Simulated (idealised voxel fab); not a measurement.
Process module heading - voxel self aligned vias
Cross-sectional view cut (width: 140 nm; square cell size: 5 nm).
Heads up, the way a cross-section reads in here is a grid of square cells, handed over as bands from the top down, with every band being one or more rows of cells.
Band: top height; bottom height; in nm. Then, left to right: material with width in nm, for each material. "everywhere": a single material spanning edge to edge. "blank": empty space.
Measure heights from 0. That's the level where, below it, the as-received wafer is all one material. The lowest band is bottomless and extends downward; write it as in "0 -> down".
Think of "30..40" as a width that walks from the first number to the second as you go down the band, top row to bottom row, taking equal-sized steps from row to row.
Reading "no alteration" for a step: not a cell of the cross-section changed in it.
"Sealed internal cavities" specifies each empty space that is not open to the top and that occupies no fewer than 8 cells, using the form width x height at distance, the distance measured from the left edge and all three quantities in nm.
Post-settings text on a step line: simulator's own remark regarding the step.
The setting "overlay nm" may be written on the line of a step. When the step uses a mask, the value reports how far to the right of the planned place the mask lay, and a negative value reports that it lay to the left.

**Planned process steps**
1 RECEIVE, material Si
2 CONFORMAL_DEP, material SiO2, thk nm 10
3 CONFORMAL_DEP, material SiCN, thk nm 5
4 DIRECTIONAL_DEP, material lowk, thk nm 30
5 PATTERN, tone open, mask id LINES, material resist, width nm 30, pitch nm 55, thk nm 20, overlay nm 0
6 DIRECTIONAL_ETCH, etch materials lowk, depth nm 30
7 STRIP, etch materials resist
8 CONFORMAL_DEP, material TiN, thk nm 5
9 FILL_DEP, material W, thk nm 10
10 CMP, height nm 45
11 SELECTIVE_ETCH, etch materials W Ru TiN, depth nm 5
12 FILL_DEP, material SiN, thk nm 5
13 CMP, height nm 45
14 DIRECTIONAL_DEP, material lowk, thk nm 20
15 DIRECTIONAL_DEP, material aC, thk nm 15
16 PATTERN, tone open, mask id VIAS, material resist, width nm 40, thk nm 30, overlay nm 0
17 DIRECTIONAL_ETCH, etch materials aC, depth nm 15
18 STRIP, etch materials resist
19 DIRECTIONAL_ETCH, etch materials lowk, depth nm 20
20 DIRECTIONAL_ETCH, etch materials SiN, depth nm 5
21 STRIP, etch materials aC
22 CONFORMAL_DEP, material TiN, thk nm 5
23 FILL_DEP, material W, thk nm 5
24 CMP, height nm 65
25 CONFORMAL_DEP, material SiN, thk nm 5

**as received, after step 1**
  0 -> down = Si everywhere
  Sealed internal cavities: none

**Cross-section, first of two wafers, end of module, run as planned**
  70 -> 65 = SiN everywhere
  65 -> 50 = lowk 20 nm  TiN 5 nm  W 30 nm  TiN 5 nm  lowk 80 nm
  50 -> 45 = lowk 20 nm  TiN 10 nm  W 20 nm  TiN 10 nm  lowk 80 nm
  45 -> 40 = lowk 25 nm  TiN 30 nm  lowk 25 nm  SiN 30 nm  lowk 30 nm
  40 -> 20 = lowk 25 nm  TiN 5 nm  W 20 nm  TiN 5 nm  lowk 25 nm  TiN 5 nm  W 20 nm  TiN 5 nm  lowk 30 nm
  20 -> 15 = lowk 25 nm  TiN 30 nm  lowk 25 nm  TiN 30 nm  lowk 30 nm
  15 -> 10 = SiCN everywhere
  10 -> 0 = SiO2 everywhere
  0 -> down = Si everywhere
  Sealed internal cavities: none

**Wafer two (of two), end-of-module cross-section: start = wafer one, plan = wafer one, one run mistake**
  70 -> 65 = SiN everywhere
  65 -> 50 = lowk 20 nm  TiN 5 nm  W 30 nm  TiN 5 nm  lowk 80 nm
  50 -> 45 = lowk 20 nm  TiN 20 nm  W 15 nm  TiN 5 nm  lowk 80 nm
  45 -> 40 = lowk 35 nm  TiN 25 nm  SiN 5 nm  lowk 25 nm  SiN 30 nm  lowk 20 nm
  40 -> 20 = lowk 35 nm  TiN 5 nm  W 20 nm  TiN 5 nm  lowk 25 nm  TiN 5 nm  W 20 nm  TiN 5 nm  lowk 20 nm
  20 -> 15 = lowk 35 nm  TiN 30 nm  lowk 25 nm  TiN 30 nm  lowk 20 nm
  15 -> 10 = SiCN everywhere
  10 -> 0 = SiO2 everywhere
  0 -> down = Si everywhere
  Sealed internal cavities: none
Error vs. plan: step 5 ran with different settings than intended, the actual operation and settings being PATTERN, tone open, mask id LINES, material resist, width nm 30, pitch nm 55, thk nm 20, overlay nm 10
End of process, cell counts, second wafer against first, materials with more or fewer: 1 more of SiN | 1 fewer of W
